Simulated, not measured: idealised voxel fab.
process module | voxel spacer lines
cross-section cut | 205 nm wide | cells 5 nm
A cross-section is a grid of square cells, given in bands from the top down. A band is one or more rows of cells.
Each band's line starts with the height of the band's top and of its bottom, in nm. Then come its materials from left to right, each with its width in nm. One material with "throughout" fills the band from edge to edge. "air" is empty space.
Height 0 is the level under which the wafer as received is all one material. The lowest band goes on downwards, as in "0 down".
A width such as "30 to 40" changes by the same amount from each row of cells to the next, from the band's top row to its bottom row.
"no change" after a step means that no cell of the cross-section changed.
closed voids: empty space of 8 cells or more with no open way to the top, each as width x height at its distance from the left edge, in nm
after a step's settings: what the simulator itself notes on the step
overlay nm, on a step with a mask: how far to the right of its planned place the mask lay; to the left if negative
plan
1 op RECEIVE | material Si
2 op CONFORMAL_DEP | material Al2O3 | thk nm 5
3 op DIRECTIONAL_DEP | material polySi | thk nm 20
4 op DIRECTIONAL_DEP | material aC | thk nm 20
5 op PATTERN | tone cover | mask id MANDREL | material resist | width nm 25 | pitch nm 70 | thk nm 30 | overlay nm 0
6 op DIRECTIONAL_ETCH | etch materials aC | depth nm 20
7 op STRIP | etch materials resist
8 op CONFORMAL_DEP | material SiN | thk nm 10
9 op DIRECTIONAL_ETCH | etch materials SiN | depth nm 10
10 op STRIP | etch materials aC
11 op DIRECTIONAL_ETCH | etch materials polySi | depth nm 10
12 op STRIP | etch materials SiN
13 op FILL_DEP | material SiO2 | thk nm 10
14 op CMP | height nm 25
varied across the wafers: depth nm of step 11. The plan shows the first wafer's value. All wafers start alike
first wafer as received, after step 1
  0 down: Si throughout
  closed voids: none
each wafer at the end: cells of each material gained (+) or lost (-) since it was received, then its closed voids
depth nm 10 | +41 Al2O3 | +66 SiO2 | +98 polySi | closed voids: none
depth nm 15 | +41 Al2O3 | +99 SiO2 | +65 polySi | closed voids: none
depth nm 20 | +41 Al2O3 | +132 SiO2 | +32 polySi | closed voids: none
depth nm 25 | +41 Al2O3 | +132 SiO2 | +32 polySi | closed voids: none
depth nm 30 | +41 Al2O3 | +132 SiO2 | +32 polySi | closed voids: none
depth nm 35 | +41 Al2O3 | +132 SiO2 | +32 polySi | closed voids: none
